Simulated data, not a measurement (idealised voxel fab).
A process module follows: voxel released beams.
Shown is cross-section cut, with a width of 280 nm and square cells of size 5 nm.
Cross-sections here: square-cell grids, written as top-down lists of bands, a band being one or more rows of cells. Band: top and bottom heights (nm) first, top before bottom; then materials from left to right, widths in nm. "all across" marks a sole material filling the band edge to edge. "blank" denotes empty space. Heights are expressed relative to 0, this being the level below which the as-received wafer comprises one material exclusively. The lowest band is unbounded in the downward direction and is denoted as in "from 0 down". The notation "30 to 40" denotes a width that varies across the rows of cells in the band, beginning at the first number in the top row, finishing at the second number in the bottom row, and changing by an identical amount from each row to the next. What does "identical to before" mean for a step? It means no cell of the cross-section changed in that step. Closed void roster: empty space of 8 cells or more with no open way to the top, each as width x height at its distance from the left edge, in nm. Formally, on a step line, whatever follows the settings is a remark that the simulator itself makes on the step. A step's line can hold "overlay nm"; with a mask on that step, the setting says how far right of the planned place the mask lay, while a negative setting says it lay to the left.
# Intended process steps
1 RECEIVE with material Si
2 CONFORMAL_DEP with material Al2O3, thk nm 10
3 DIRECTIONAL_DEP with material SiO2, thk nm 20
4 PATTERN with tone open, mask id ANCHOR, material resist, width nm 25, thk nm 20, overlay nm 0
5 DIRECTIONAL_ETCH with etch materials SiO2, depth nm 20
6 STRIP with etch materials resist
7 CONFORMAL_DEP with material SiN, thk nm 10
8 DIRECTIONAL_DEP with material aC, thk nm 10
9 PATTERN with tone cover, mask id BEAM, material resist, width nm 70, thk nm 30, overlay nm 0
10 DIRECTIONAL_ETCH with etch materials aC, depth nm 10
11 STRIP with etch materials resist
12 DIRECTIONAL_ETCH with etch materials SiN, depth nm 10
13 STRIP with etch materials aC
14 STRIP with etch materials SiO2
# Cross-section of the incoming wafer, state after step 1
from 0 down = Si all across
Closed void roster: none
# Module complete, cross-section. Starting point and plan per above. One mistake made in running the module
from 35 to 30 = blank=100 | SiN=10 | blank=15 | SiN=45 | blank=110
from 30 to 15 = blank=105 | SiN=5 | blank=15 | SiN=5 | blank=150
from 15 to 10 = blank=105 | SiN=25 | blank=150
from 10 to 0 = Al2O3 all across
from 0 down = Si all across
Closed void roster: none
The mistake made against the process plan was this: step 7 went in with a setting other than planned; the actual run was CONFORMAL_DEP with material SiN, thk nm 5
